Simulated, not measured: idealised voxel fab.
Process module, titled voxel transistor to metal
FYI the section here is cut, 185 nm wide, cells are 5 nm squares.
If you're reading a cross-section in this doc, picture square cells in a grid; it comes to you as bands, top ones listed first down to the bottom, and a band can be one or more rows of cells.
Band entry format. Leading values: height of top, height of bottom, nm. Remainder: materials in left-to-right order, each with its width in nm. Special words: "everywhere" on a single material, which then fills the band edge to edge; "empty", empty space.
Height reference: 0 = level under which incoming wafer is all one material. Lowest band: no bottom, runs on downward, e.g. "0 and below".
With a width like "30->40", each row of cells in the band differs from the next by the same amount, the top row carrying the first number and the bottom row the second.
Given "nothing got changed" for a step, no cell of the cross-section differs between before and after that step.
In "Non-vented voids" the enclosed voids are listed, meaning empty spaces of 8 cells or larger without any opening to the top. The form is width x height at distance, distance from the left edge, units nm.
The remark found on a step's line after its settings is issued by the simulator itself and pertains to that step.
The "overlay nm" setting may appear on a step's line; for a step that uses a mask, it gives how far to the right of its planned position the mask lay, and a negative value indicates the left.
Note: before/after cross-section pairs follow, one process step per pair, after-side truncated at the lowest changed band, step and settings given beneath. Different runs of this module on the same starting wafer may supply the pairs; a pair continues the one above only where the "Pre-step condition" entry says so.

Pre-step condition
  55 down to 50 | empty 45 nm, Ru 25 nm, empty 45 nm, Ru 25 nm, empty 45 nm
  50 down to 35 | SiO2 50 nm, TiN 5 nm, Cu 5 nm, TiN 5 nm, SiO2 55 nm, TiN 5 nm, Cu 5 nm, TiN 5 nm, SiO2 50 nm
  35 down to 30 | SiN 50 nm, TiN 15 nm, SiN 55 nm, TiN 15 nm, SiN 50 nm
  30 down to 20 | SiO2 50 nm, W 5 nm, Ru 5 nm, W 5 nm, SiO2 55 nm, W 5 nm, Ru 5 nm, W 5 nm, SiO2 50 nm
  20 down to 5 | SiO2 50 nm, W 5 nm, Ru 5 nm, W 5 nm, SiO2 10 nm, SiN 5 nm, HfO2 5 nm, TiN 5 nm, W 5 nm, TiN 5 nm, HfO2 5 nm, SiN 5 nm, SiO2 10 nm, W 5 nm, Ru 5 nm, W 5 nm, SiO2 50 nm
  5 down to 0 | SiO2 50 nm, W 5 nm, Ru 5 nm, W 5 nm, pSi 10 nm, SiN 5 nm, HfO2 5 nm, TiN 15 nm, HfO2 5 nm, SiN 5 nm, pSi 10 nm, W 5 nm, Ru 5 nm, W 5 nm, SiO2 50 nm
  0 down to -5 | SiO2 50 nm, W 15 nm, pSi 10 nm, HfO2 35 nm, pSi 10 nm, W 15 nm, SiO2 50 nm
  -5 down to -15 | SiO2 45 nm, pSi 30 nm, Si 35 nm, pSi 30 nm, SiO2 45 nm
  -15 down to -35 | SiO2 45 nm, Si 95 nm, SiO2 45 nm
  -35 and below | Si everywhere
  Non-vented voids: none

Step Result
  60 down to 55 | SiCN everywhere
  55 down to 50 | SiCN 45 nm, Ru 25 nm, SiCN 45 nm, Ru 25 nm, SiCN 45 nm
  Below 50, the layers are the same as they were.
  Non-vented voids: none
As a process note, the step between the before and after cross-sections shown above is FILL_DEP (material SiCN; thk nm 5)

Pre-step condition: It is represented by the cross-section appearing after the step of the pair directly above.

Step Result
  90 down to 60 | lowk everywhere
  Below 60, the layers are the same as they were.
  Non-vented voids: none
As a process note, the step between the before and after cross-sections shown above is DIRECTIONAL_DEP (material lowk; thk nm 30)

Pre-step condition: It is represented by the cross-section appearing after the step of the pair directly above.

Step Result
  90 down to 70 | lowk 50 nm, empty 15 nm, lowk 55 nm, empty 15 nm, lowk 50 nm
  Below 70, the layers are the same as they were.
  Non-vented voids: none
As a process note, the step between the before and after cross-sections shown above is MASKED_ETCH (tone open; mask id METAL_2; width nm 15; pitch nm 70; etch materials lowk; depth nm 20; overlay nm 0)

Pre-step condition: It is represented by the cross-section appearing after the step of the pair directly above.

Step Result
  90 down to 60 | lowk 50 nm, empty 15 nm, lowk 55 nm, empty 15 nm, lowk 50 nm
  Below 60, the layers are the same as they were.
  Non-vented voids: none
As a process note, the step between the before and after cross-sections shown above is MASKED_ETCH (tone open; mask id METAL_2_HOLES; width nm 15; pitch nm 70; etch materials lowk; depth nm 10; overlay nm 0)

Pre-step condition: It is represented by the cross-section appearing after the step of the pair directly above.

Step Result
  90 down to 60 | lowk 50 nm, empty 15 nm, lowk 55 nm, empty 15 nm, lowk 50 nm
  60 down to 55 | SiCN 50 nm, empty 15 nm, SiCN 55 nm, empty 15 nm, SiCN 50 nm
  Below 55, the layers are the same as they were.
  Non-vented voids: none
As a process note, the step between the before and after cross-sections shown above is MASKED_ETCH (tone open; mask id METAL_2_HOLES; width nm 15; pitch nm 70; etch materials SiCN; depth nm 5; overlay nm 0)

Pre-step condition: It is represented by the cross-section appearing after the step of the pair directly above.

Step Result
  95 down to 90 | TiN 55 nm, empty 5 nm, TiN 65 nm, empty 5 nm, TiN 55 nm
  90 down to 60 | lowk 50 nm, TiN 5 nm, empty 5 nm, TiN 5 nm, lowk 55 nm, TiN 5 nm, empty 5 nm, TiN 5 nm, lowk 50 nm
  60 down to 55 | SiCN 50 nm, TiN 15 nm, SiCN 55 nm, TiN 15 nm, SiCN 50 nm
  Below 55, the layers are the same as they were.
  Non-vented voids: none
As a process note, the step between the before and after cross-sections shown above is CONFORMAL_DEP (material TiN; thk nm 5)

Pre-step condition: It is represented by the cross-section appearing after the step of the pair directly above.

Step Result
  100 down to 95 | Cu everywhere
  95 down to 90 | TiN 55 nm, Cu 5 nm, TiN 65 nm, Cu 5 nm, TiN 55 nm
  90 down to 60 | lowk 50 nm, TiN 5 nm, Cu 5 nm, TiN 5 nm, lowk 55 nm, TiN 5 nm, Cu 5 nm, TiN 5 nm, lowk 50 nm
  Below 60, the layers are the same as they were.
  Non-vented voids: none
As a process note, the step between the before and after cross-sections shown above is FILL_DEP (material Cu; thk nm 5)

Pre-step condition: It is represented by the cross-section appearing after the step of the pair directly above.

Step Result
  90 down to 60 | lowk 50 nm, TiN 5 nm, Cu 5 nm, TiN 5 nm, lowk 55 nm, TiN 5 nm, Cu 5 nm, TiN 5 nm, lowk 50 nm
  Below 60, the layers are the same as they were.
  Non-vented voids: none
As a process note, the step between the before and after cross-sections shown above is CMP (height nm 90)

Pre-step condition: It is represented by the cross-section appearing after the step of the pair directly above.

Step Result
  95 down to 90 | SiN everywhere
  Below 90, the layers are the same as they were.
  Non-vented voids: none
As a process note, the step between the before and after cross-sections shown above is CONFORMAL_DEP (material SiN; thk nm 5)

Pre-step condition
  15 down to 5 | SiN everywhere
  5 down to 0 | SiO2 everywhere
  0 and below | Si everywhere
  Non-vented voids: none

Step Result
  35 down to 15 | resist 45 nm, empty 95 nm, resist 45 nm
  Below 15, the layers are the same as they were.
  Non-vented voids: none
As a process note, the step between the before and after cross-sections shown above is PATTERN (tone open; mask id ACTIVE; material resist; width nm 95; thk nm 20; overlay nm 0)

Pre-step condition: It is represented by the cross-section appearing after the step of the pair directly above.

Step Result
  35 down to 15 | resist 45 nm, empty 95 nm, resist 45 nm
  15 down to 5 | SiN 45 nm, empty 95 nm, SiN 45 nm
  Below 5, the layers are the same as they were.
  Non-vented voids: none
As a process note, the step between the before and after cross-sections shown above is DIRECTIONAL_ETCH (etch materials SiN; depth nm 10)

Pre-step condition: It is represented by the cross-section appearing after the step of the pair directly above.

Step Result
  35 down to 15 | resist 45 nm, empty 95 nm, resist 45 nm
  15 down to 5 | SiN 45 nm, empty 95 nm, SiN 45 nm
  5 down to 0 | SiO2 45 nm, empty 95 nm, SiO2 45 nm
  Below 0, the layers are the same as they were.
  Non-vented voids: none
As a process note, the step between the before and after cross-sections shown above is DIRECTIONAL_ETCH (etch materials SiO2; depth nm 5)

Pre-step condition: It is represented by the cross-section appearing after the step of the pair directly above.

Step Result
  35 down to 15 | resist 45 nm, empty 95 nm, resist 45 nm
  15 down to 5 | SiN 45 nm, empty 95 nm, SiN 45 nm
  5 down to 0 | SiO2 45 nm, empty 95 nm, SiO2 45 nm
  0 down to -35 | Si 45 nm, empty 95 nm, Si 45 nm
  Below -35, the layers are the same as they were.
  Non-vented voids: none
As a process note, the step between the before and after cross-sections shown above is DIRECTIONAL_ETCH (etch materials Si; depth nm 35)

Pre-step condition: It is represented by the cross-section appearing after the step of the pair directly above.

Step Result
  15 down to 5 | SiN 45 nm, empty 95 nm, SiN 45 nm
  Below 5, the layers are the same as they were.
  Non-vented voids: none
As a process note, the step between the before and after cross-sections shown above is STRIP (etch materials resist)

Pre-step condition: It is represented by the cross-section appearing after the step of the pair directly above.

Step Result
  20 down to 15 | SiO2 everywhere
  15 down to 5 | SiN 45 nm, SiO2 95 nm, SiN 45 nm
  5 down to 0 | SiO2 everywhere
  0 down to -35 | Si 45 nm, SiO2 95 nm, Si 45 nm
  Below -35, the layers are the same as they were.
  Non-vented voids: none
As a process note, the step between the before and after cross-sections shown above is FILL_DEP (material SiO2; thk nm 5)

Pre-step condition: It is represented by the cross-section appearing after the step of the pair directly above.

Step Result
  15 down to 5 | SiN 45 nm, SiO2 95 nm, SiN 45 nm
  Below 5, the layers are the same as they were.
  Non-vented voids: none
As a process note, the step between the before and after cross-sections shown above is CMP (height nm 15)

Pre-step condition: It is represented by the cross-section appearing after the step of the pair directly above.

Step Result
  15 down to 5 | SiN 45 nm, empty 95 nm, SiN 45 nm
  Below 5, the layers are the same as they were.
  Non-vented voids: none
As a process note, the step between the before and after cross-sections shown above is SELECTIVE_ETCH (etch materials SiO2; depth nm 10)

Pre-step condition: It is represented by the cross-section appearing after the step of the pair directly above.

Step Result
  5 down to 0 | SiO2 everywhere
  Below 0, the layers are the same as they were.
  Non-vented voids: none
As a process note, the step between the before and after cross-sections shown above is STRIP (etch materials SiN)

Pre-step condition: It is represented by the cross-section appearing after the step of the pair directly above.

Step Result
  0 down to -35 | Si 45 nm, SiO2 95 nm, Si 45 nm
  Below -35, the layers are the same as they were.
  Non-vented voids: none
As a process note, the step between the before and after cross-sections shown above is SELECTIVE_ETCH (etch materials SiO2; depth nm 5)

Pre-step condition: It is represented by the cross-section appearing after the step of the pair directly above.

Step Result
  0 down to -5 | SiO2 everywhere
  Below -5, the layers are the same as they were.
  Non-vented voids: none
As a process note, the step between the before and after cross-sections shown above is OXIDIZE (depth nm 5)

Pre-step condition: It is represented by the cross-section appearing after the step of the pair directly above.

Step Result
  25 down to 0 | polySi everywhere
  Below 0, the layers are the same as they were.
  Non-vented voids: none
As a process note, the step between the before and after cross-sections shown above is DIRECTIONAL_DEP (material polySi; thk nm 25)

Pre-step condition: It is represented by the cross-section appearing after the step of the pair directly above.

Step Result
  35 down to 25 | SiCN everywhere
  Below 25, the layers are the same as they were.
  Non-vented voids: none
As a process note, the step between the before and after cross-sections shown above is DIRECTIONAL_DEP (material SiCN; thk nm 10)

Pre-step condition: It is represented by the cross-section appearing after the step of the pair directly above.

Step Result
  45 down to 35 | aC everywhere
  Below 35, the layers are the same as they were.
  Non-vented voids: none
As a process note, the step between the before and after cross-sections shown above is DIRECTIONAL_DEP (material aC; thk nm 10)

Pre-step condition: It is represented by the cross-section appearing after the step of the pair directly above.

Step Result
  75 down to 45 | empty 80 nm, resist 25 nm, empty 80 nm
  Below 45, the layers are the same as they were.
  Non-vented voids: none
As a process note, the step between the before and after cross-sections shown above is PATTERN (tone cover; mask id GATE; material resist; width nm 25; thk nm 30; overlay nm 0)

Pre-step condition: It is represented by the cross-section appearing after the step of the pair directly above.

Step Result
  65 down to 45 | empty 80 nm, resist 25 nm, empty 80 nm
  45 down to 35 | empty 80 nm, aC 25 nm, empty 80 nm
  Below 35, the layers are the same as they were.
  Non-vented voids: none
As a process note, the step between the before and after cross-sections shown above is DIRECTIONAL_ETCH (etch materials aC; depth nm 10)

Pre-step condition: It is represented by the cross-section appearing after the step of the pair directly above.

Step Result
  45 down to 35 | empty 80 nm, aC 25 nm, empty 80 nm
  Below 35, the layers are the same as they were.
  Non-vented voids: none
As a process note, the step between the before and after cross-sections shown above is STRIP (etch materials resist)

Pre-step condition: It is represented by the cross-section appearing after the step of the pair directly above.

Step Result
  45 down to 35 | empty 80 nm, aC 25 nm, empty 80 nm
  35 down to 25 | empty 80 nm, SiCN 25 nm, empty 80 nm
  Below 25, the layers are the same as they were.
  Non-vented voids: none
As a process note, the step between the before and after cross-sections shown above is DIRECTIONAL_ETCH (etch materials SiCN; depth nm 20)

Pre-step condition: It is represented by the cross-section appearing after the step of the pair directly above.

Step Result
  45 down to 35 | empty 80 nm, aC 25 nm, empty 80 nm
  35 down to 25 | empty 80 nm, SiCN 25 nm, empty 80 nm
  25 down to 0 | empty 80 nm, polySi 25 nm, empty 80 nm
  Below 0, the layers are the same as they were.
  Non-vented voids: none
As a process note, the step between the before and after cross-sections shown above is DIRECTIONAL_ETCH (etch materials polySi; depth nm 35)

Pre-step condition: It is represented by the cross-section appearing after the step of the pair directly above.

Step Result
  35 down to 25 | empty 80 nm, SiCN 25 nm, empty 80 nm
  Below 25, the layers are the same as they were.
  Non-vented voids: none
As a process note, the step between the before and after cross-sections shown above is STRIP (etch materials aC)

Pre-step condition: It is represented by the cross-section appearing after the step of the pair directly above.

Step Result
  40 down to 35 | empty 75 nm, SiN 35 nm, empty 75 nm
  35 down to 25 | empty 75 nm, SiN 5 nm, SiCN 25 nm, SiN 5 nm, empty 75 nm
  25 down to 5 | empty 75 nm, SiN 5 nm, polySi 25 nm, SiN 5 nm, empty 75 nm
  5 down to 0 | SiN 80 nm, polySi 25 nm, SiN 80 nm
  Below 0, the layers are the same as they were.
  Non-vented voids: none
As a process note, the step between the before and after cross-sections shown above is CONFORMAL_DEP (material SiN; thk nm 5)

Pre-step condition: It is represented by the cross-section appearing after the step of the pair directly above.

Step Result
  35 down to 25 | empty 75 nm, SiN 5 nm, SiCN 25 nm, SiN 5 nm, empty 75 nm
  25 down to 0 | empty 75 nm, SiN 5 nm, polySi 25 nm, SiN 5 nm, empty 75 nm
  Below 0, the layers are the same as they were.
  Non-vented voids: none
As a process note, the step between the before and after cross-sections shown above is DIRECTIONAL_ETCH (etch materials SiN; depth nm 5)

Pre-step condition: It is represented by the cross-section appearing after the step of the pair directly above.

Step Result
  35 down to 25 | empty 75 nm, SiN 5 nm, SiCN 25 nm, SiN 5 nm, empty 75 nm
  25 down to 0 | empty 75 nm, SiN 5 nm, polySi 25 nm, SiN 5 nm, empty 75 nm
  0 down to -5 | empty 75 nm, SiO2 35 nm, empty 75 nm
  Below -5, the layers are the same as they were.
  Non-vented voids: none
As a process note, the step between the before and after cross-sections shown above is DIRECTIONAL_ETCH (etch materials SiO2; depth nm 5)

Pre-step condition: It is represented by the cross-section appearing after the step of the pair directly above.

Step Result
  35 down to 25 | empty 75 nm, SiN 5 nm, SiCN 25 nm, SiN 5 nm, empty 75 nm
  25 down to 0 | empty 75 nm, SiN 5 nm, polySi 25 nm, SiN 5 nm, empty 75 nm
  0 down to -5 | empty 75 nm, SiO2 35 nm, empty 75 nm
  -5 down to -15 | empty 45 nm, SiO2 95 nm, empty 45 nm
  Below -15, the layers are the same as they were.
  Non-vented voids: none
As a process note, the step between the before and after cross-sections shown above is DIRECTIONAL_ETCH (etch materials Si; depth nm 10)

Pre-step condition: It is represented by the cross-section appearing after the step of the pair directly above.

Step Result
  35 down to 25 | empty 75 nm, SiN 5 nm, SiCN 25 nm, SiN 5 nm, empty 75 nm
  25 down to 0 | empty 75 nm, SiN 5 nm, polySi 25 nm, SiN 5 nm, empty 75 nm
  0 down to -5 | empty 75 nm, SiO2 35 nm, empty 75 nm
  -5 down to -15 | pSi 45 nm, SiO2 95 nm, pSi 45 nm
  Below -15, the layers are the same as they were.
  Non-vented voids: none
As a process note, the step between the before and after cross-sections shown above is EPI (material pSi; thk nm 10)

Pre-step condition: It is represented by the cross-section appearing after the step of the pair directly above.

Step Result
  45 down to 35 | SiO2 everywhere
  35 down to 25 | SiO2 75 nm, SiN 5 nm, SiCN 25 nm, SiN 5 nm, SiO2 75 nm
  25 down to 0 | SiO2 75 nm, SiN 5 nm, polySi 25 nm, SiN 5 nm, SiO2 75 nm
  0 down to -5 | SiO2 everywhere
  Below -5, the layers are the same as they were.
  Non-vented voids: none
As a process note, the step between the before and after cross-sections shown above is FILL_DEP (material SiO2; thk nm 10)

Pre-step condition: It is represented by the cross-section appearing after the step of the pair directly above.

Step Result
  25 down to 0 | SiO2 75 nm, SiN 5 nm, polySi 25 nm, SiN 5 nm, SiO2 75 nm
  Below 0, the layers are the same as they were.
  Non-vented voids: none
As a process note, the step between the before and after cross-sections shown above is CMP (height nm 25)

Pre-step condition: It is represented by the cross-section appearing after the step of the pair directly above.

Step Result
  25 down to 0 | SiO2 75 nm, SiN 5 nm, empty 25 nm, SiN 5 nm, SiO2 75 nm
  Below 0, the layers are the same as they were.
  Non-vented voids: none
As a process note, the step between the before and after cross-sections shown above is STRIP (etch materials polySi)

Pre-step condition: It is represented by the cross-section appearing after the step of the pair directly above.

Step Result
  25 down to 20 | empty 75 nm, SiN 5 nm, empty 25 nm, SiN 5 nm, empty 75 nm
  20 down to 0 | SiO2 75 nm, SiN 5 nm, empty 25 nm, SiN 5 nm, SiO2 75 nm
  0 down to -5 | SiO2 75 nm, empty 35 nm, SiO2 75 nm
  Below -5, the layers are the same as they were.
  Non-vented voids: none
As a process note, the step between the before and after cross-sections shown above is SELECTIVE_ETCH (etch materials SiO2; depth nm 5)

Pre-step condition: It is represented by the cross-section appearing after the step of the pair directly above.

Step Result
  30 down to 25 | empty 70 nm, HfO2 15 nm, empty 15 nm, HfO2 15 nm, empty 70 nm
  25 down to 20 | HfO2 75 nm, SiN 5 nm, HfO2 5 nm, empty 15 nm, HfO2 5 nm, SiN 5 nm, HfO2 75 nm
  20 down to 0 | SiO2 75 nm, SiN 5 nm, HfO2 5 nm, empty 15 nm, HfO2 5 nm, SiN 5 nm, SiO2 75 nm
  0 down to -5 | SiO2 75 nm, HfO2 35 nm, SiO2 75 nm
  Below -5, the layers are the same as they were.
  Non-vented voids: none
As a process note, the step between the before and after cross-sections shown above is CONFORMAL_DEP (material HfO2; thk nm 5)

Pre-step condition: It is represented by the cross-section appearing after the step of the pair directly above.

Step Result
  35 down to 30 | empty 65 nm, TiN 25 nm, empty 5 nm, TiN 25 nm, empty 65 nm
  30 down to 25 | TiN 70 nm, HfO2 15 nm, TiN 5 nm, empty 5 nm, TiN 5 nm, HfO2 15 nm, TiN 70 nm
  25 down to 20 | HfO2 75 nm, SiN 5 nm, HfO2 5 nm, TiN 5 nm, empty 5 nm, TiN 5 nm, HfO2 5 nm, SiN 5 nm, HfO2 75 nm
  20 down to 5 | SiO2 75 nm, SiN 5 nm, HfO2 5 nm, TiN 5 nm, empty 5 nm, TiN 5 nm, HfO2 5 nm, SiN 5 nm, SiO2 75 nm
  5 down to 0 | SiO2 75 nm, SiN 5 nm, HfO2 5 nm, TiN 15 nm, HfO2 5 nm, SiN 5 nm, SiO2 75 nm
  Below 0, the layers are the same as they were.
  Non-vented voids: none
As a process note, the step between the before and after cross-sections shown above is CONFORMAL_DEP (material TiN; thk nm 5)

Pre-step condition: It is represented by the cross-section appearing after the step of the pair directly above.

Step Result
  40 down to 35 | W everywhere
  35 down to 30 | W 65 nm, TiN 25 nm, W 5 nm, TiN 25 nm, W 65 nm
  30 down to 25 | TiN 70 nm, HfO2 15 nm, TiN 5 nm, W 5 nm, TiN 5 nm, HfO2 15 nm, TiN 70 nm
  25 down to 20 | HfO2 75 nm, SiN 5 nm, HfO2 5 nm, TiN 5 nm, W 5 nm, TiN 5 nm, HfO2 5 nm, SiN 5 nm, HfO2 75 nm
  20 down to 5 | SiO2 75 nm, SiN 5 nm, HfO2 5 nm, TiN 5 nm, W 5 nm, TiN 5 nm, HfO2 5 nm, SiN 5 nm, SiO2 75 nm
  Below 5, the layers are the same as they were.
  Non-vented voids: none
As a process note, the step between the before and after cross-sections shown above is FILL_DEP (material W; thk nm 5)

Pre-step condition: It is represented by the cross-section appearing after the step of the pair directly above.

Step Result
  20 down to 5 | SiO2 75 nm, SiN 5 nm, HfO2 5 nm, TiN 5 nm, W 5 nm, TiN 5 nm, HfO2 5 nm, SiN 5 nm, SiO2 75 nm
  Below 5, the layers are the same as they were.
  Non-vented voids: none
As a process note, the step between the before and after cross-sections shown above is CMP (height nm 20)

Pre-step condition: It is represented by the cross-section appearing after the step of the pair directly above.

Step Result
  30 down to 20 | SiO2 everywhere
  Below 20, the layers are the same as they were.
  Non-vented voids: none
As a process note, the step between the before and after cross-sections shown above is DIRECTIONAL_DEP (material SiO2; thk nm 10)

Pre-step condition: It is represented by the cross-section appearing after the step of the pair directly above.

Step Result
  45 down to 30 | resist 50 nm, empty 15 nm, resist 55 nm, empty 15 nm, resist 50 nm
  Below 30, the layers are the same as they were.
  Non-vented voids: none
As a process note, the step between the before and after cross-sections shown above is PATTERN (tone open; mask id CONTACT; material resist; width nm 15; pitch nm 70; thk nm 15; overlay nm 0)

Pre-step condition: It is represented by the cross-section appearing after the step of the pair directly above.

Step Result
  45 down to 30 | resist 50 nm, empty 15 nm, resist 55 nm, empty 15 nm, resist 50 nm
  30 down to 20 | SiO2 50 nm, empty 15 nm, SiO2 55 nm, empty 15 nm, SiO2 50 nm
  20 down to 5 | SiO2 50 nm, empty 15 nm, SiO2 10 nm, SiN 5 nm, HfO2 5 nm, TiN 5 nm, W 5 nm, TiN 5 nm, HfO2 5 nm, SiN 5 nm, SiO2 10 nm, empty 15 nm, SiO2 50 nm
  5 down to 0 | SiO2 50 nm, empty 15 nm, SiO2 10 nm, SiN 5 nm, HfO2 5 nm, TiN 15 nm, HfO2 5 nm, SiN 5 nm, SiO2 10 nm, empty 15 nm, SiO2 50 nm
  0 down to -5 | SiO2 50 nm, empty 15 nm, SiO2 10 nm, HfO2 35 nm, SiO2 10 nm, empty 15 nm, SiO2 50 nm
  Below -5, the layers are the same as they were.
  Non-vented voids: none
As a process note, the step between the before and after cross-sections shown above is DIRECTIONAL_ETCH (etch materials SiO2; depth nm 35)

Pre-step condition: It is represented by the cross-section appearing after the step of the pair directly above.

Step Result
  30 down to 20 | SiO2 50 nm, empty 15 nm, SiO2 55 nm, empty 15 nm, SiO2 50 nm
  Below 20, the layers are the same as they were.
  Non-vented voids: none
As a process note, the step between the before and after cross-sections shown above is STRIP (etch materials resist)

Pre-step condition: It is represented by the cross-section appearing after the step of the pair directly above.

Step Result
  35 down to 30 | TiN 55 nm, empty 5 nm, TiN 65 nm, empty 5 nm, TiN 55 nm
  30 down to 20 | SiO2 50 nm, TiN 5 nm, empty 5 nm, TiN 5 nm, SiO2 55 nm, TiN 5 nm, empty 5 nm, TiN 5 nm, SiO2 50 nm
  20 down to 5 | SiO2 50 nm, TiN 5 nm, empty 5 nm, TiN 5 nm, SiO2 10 nm, SiN 5 nm, HfO2 5 nm, TiN 5 nm, W 5 nm, TiN 5 nm, HfO2 5 nm, SiN 5 nm, SiO2 10 nm, TiN 5 nm, empty 5 nm, TiN 5 nm, SiO2 50 nm
  5 down to 0 | SiO2 50 nm, TiN 5 nm, empty 5 nm, TiN 5 nm, SiO2 10 nm, SiN 5 nm, HfO2 5 nm, TiN 15 nm, HfO2 5 nm, SiN 5 nm, SiO2 10 nm, TiN 5 nm, empty 5 nm, TiN 5 nm, SiO2 50 nm
  0 down to -5 | SiO2 50 nm, TiN 15 nm, SiO2 10 nm, HfO2 35 nm, SiO2 10 nm, TiN 15 nm, SiO2 50 nm
  Below -5, the layers are the same as they were.
  Non-vented voids: none
As a process note, the step between the before and after cross-sections shown above is CONFORMAL_DEP (material TiN; thk nm 5)

Pre-step condition: It is represented by the cross-section appearing after the step of the pair directly above.

Step Result
  40 down to 35 | Ru everywhere
  35 down to 30 | TiN 55 nm, Ru 5 nm, TiN 65 nm, Ru 5 nm, TiN 55 nm
  30 down to 20 | SiO2 50 nm, TiN 5 nm, Ru 5 nm, TiN 5 nm, SiO2 55 nm, TiN 5 nm, Ru 5 nm, TiN 5 nm, SiO2 50 nm
  20 down to 5 | SiO2 50 nm, TiN 5 nm, Ru 5 nm, TiN 5 nm, SiO2 10 nm, SiN 5 nm, HfO2 5 nm, TiN 5 nm, W 5 nm, TiN 5 nm, HfO2 5 nm, SiN 5 nm, SiO2 10 nm, TiN 5 nm, Ru 5 nm, TiN 5 nm, SiO2 50 nm
  5 down to 0 | SiO2 50 nm, TiN 5 nm, Ru 5 nm, TiN 5 nm, SiO2 10 nm, SiN 5 nm, HfO2 5 nm, TiN 15 nm, HfO2 5 nm, SiN 5 nm, SiO2 10 nm, TiN 5 nm, Ru 5 nm, TiN 5 nm, SiO2 50 nm
  Below 0, the layers are the same as they were.
  Non-vented voids: none
As a process note, the step between the before and after cross-sections shown above is FILL_DEP (material Ru; thk nm 5)

Pre-step condition: It is represented by the cross-section appearing after the step of the pair directly above.

Step Result
  30 down to 20 | SiO2 50 nm, TiN 5 nm, Ru 5 nm, TiN 5 nm, SiO2 55 nm, TiN 5 nm, Ru 5 nm, TiN 5 nm, SiO2 50 nm
  Below 20, the layers are the same as they were.
  Non-vented voids: none
As a process note, the step between the before and after cross-sections shown above is CMP (height nm 30)

Pre-step condition: It is represented by the cross-section appearing after the step of the pair directly above.

Step Result
  35 down to 30 | SiN everywhere
  Below 30, the layers are the same as they were.
  Non-vented voids: none
As a process note, the step between the before and after cross-sections shown above is CONFORMAL_DEP (material SiN; thk nm 5)

Pre-step condition: It is represented by the cross-section appearing after the step of the pair directly above.

Step Result
  50 down to 35 | SiO2 everywhere
  Below 35, the layers are the same as they were.
  Non-vented voids: none
As a process note, the step between the before and after cross-sections shown above is DIRECTIONAL_DEP (material SiO2; thk nm 15)

Pre-step condition: It is represented by the cross-section appearing after the step of the pair directly above.

Step Result
  70 down to 50 | resist 50 nm, empty 15 nm, resist 55 nm, empty 15 nm, resist 50 nm
  Below 50, the layers are the same as they were.
  Non-vented voids: none
As a process note, the step between the before and after cross-sections shown above is PATTERN (tone open; mask id METAL_1; material resist; width nm 15; pitch nm 70; thk nm 20; overlay nm 0)

Pre-step condition: It is represented by the cross-section appearing after the step of the pair directly above.

Step Result
  70 down to 50 | resist 50 nm, empty 15 nm, resist 55 nm, empty 15 nm, resist 50 nm
  50 down to 35 | SiO2 50 nm, empty 15 nm, SiO2 55 nm, empty 15 nm, SiO2 50 nm
  Below 35, the layers are the same as they were.
  Non-vented voids: none
As a process note, the step between the before and after cross-sections shown above is DIRECTIONAL_ETCH (etch materials SiO2; depth nm 15)

Pre-step condition: It is represented by the cross-section appearing after the step of the pair directly above.

Step Result
  70 down to 50 | resist 50 nm, empty 15 nm, resist 55 nm, empty 15 nm, resist 50 nm
  50 down to 35 | SiO2 50 nm, empty 15 nm, SiO2 55 nm, empty 15 nm, SiO2 50 nm
  35 down to 30 | SiN 50 nm, empty 15 nm, SiN 55 nm, empty 15 nm, SiN 50 nm
  Below 30, the layers are the same as they were.
  Non-vented voids: none
As a process note, the step between the before and after cross-sections shown above is DIRECTIONAL_ETCH (etch materials SiN; depth nm 5)

Pre-step condition: It is represented by the cross-section appearing after the step of the pair directly above.

Step Result
  50 down to 35 | SiO2 50 nm, empty 15 nm, SiO2 55 nm, empty 15 nm, SiO2 50 nm
  Below 35, the layers are the same as they were.
  Non-vented voids: none
As a process note, the step between the before and after cross-sections shown above is STRIP (etch materials resist)

Pre-step condition: It is represented by the cross-section appearing after the step of the pair directly above.

Step Result
  55 down to 50 | TiN 55 nm, empty 5 nm, TiN 65 nm, empty 5 nm, TiN 55 nm
  50 down to 35 | SiO2 50 nm, TiN 5 nm, empty 5 nm, TiN 5 nm, SiO2 55 nm, TiN 5 nm, empty 5 nm, TiN 5 nm, SiO2 50 nm
  35 down to 30 | SiN 50 nm, TiN 15 nm, SiN 55 nm, TiN 15 nm, SiN 50 nm
  Below 30, the layers are the same as they were.
  Non-vented voids: none
As a process note, the step between the before and after cross-sections shown above is CONFORMAL_DEP (material TiN; thk nm 5)

Pre-step condition: It is represented by the cross-section appearing after the step of the pair directly above.

Step Result
  60 down to 55 | Cu everywhere
  55 down to 50 | TiN 55 nm, Cu 5 nm, TiN 65 nm, Cu 5 nm, TiN 55 nm
  50 down to 35 | SiO2 50 nm, TiN 5 nm, Cu 5 nm, TiN 5 nm, SiO2 55 nm, TiN 5 nm, Cu 5 nm, TiN 5 nm, SiO2 50 nm
  Below 35, the layers are the same as they were.
  Non-vented voids: none
As a process note, the step between the before and after cross-sections shown above is FILL_DEP (material Cu; thk nm 5)

Pre-step condition: It is represented by the cross-section appearing after the step of the pair directly above.

Step Result
  50 down to 35 | SiO2 50 nm, TiN 5 nm, Cu 5 nm, TiN 5 nm, SiO2 55 nm, TiN 5 nm, Cu 5 nm, TiN 5 nm, SiO2 50 nm
  Below 35, the layers are the same as they were.
  Non-vented voids: none
As a process note, the step between the before and after cross-sections shown above is CMP (height nm 50)

Pre-step condition: It is represented by the cross-section appearing after the step of the pair directly above.

Step Result
  55 down to 50 | empty 45 nm, Ru 25 nm, empty 45 nm, Ru 25 nm, empty 45 nm
  Below 50, the layers are the same as they were.
  Non-vented voids: none
As a process note, the step between the before and after cross-sections shown above is EPI (material Ru; thk nm 5)

Pre-step condition: It is represented by the cross-section appearing after the step of the pair directly above.

Step Result
  60 down to 55 | SiCN everywhere
  55 down to 50 | SiCN 45 nm, Ru 25 nm, SiCN 45 nm, Ru 25 nm, SiCN 45 nm
  Below 50, the layers are the same as they were.
  Non-vented voids: none
As a process note, the step between the before and after cross-sections shown above is FILL_DEP (material SiCN; thk nm 5)

Pre-step condition: It is represented by the cross-section appearing after the step of the pair directly above.

Step Result
  90 down to 60 | lowk everywhere
  Below 60, the layers are the same as they were.
  Non-vented voids: none
As a process note, the step between the before and after cross-sections shown above is DIRECTIONAL_DEP (material lowk; thk nm 30)

Pre-step condition: It is represented by the cross-section appearing after the step of the pair directly above.

Step Result
  90 down to 70 | lowk 50 nm, empty 15 nm, lowk 55 nm, empty 15 nm, lowk 50 nm
  Below 70, the layers are the same as they were.
  Non-vented voids: none
As a process note, the step between the before and after cross-sections shown above is MASKED_ETCH (tone open; mask id METAL_2; width nm 15; pitch nm 70; etch materials lowk; depth nm 20; overlay nm 0)
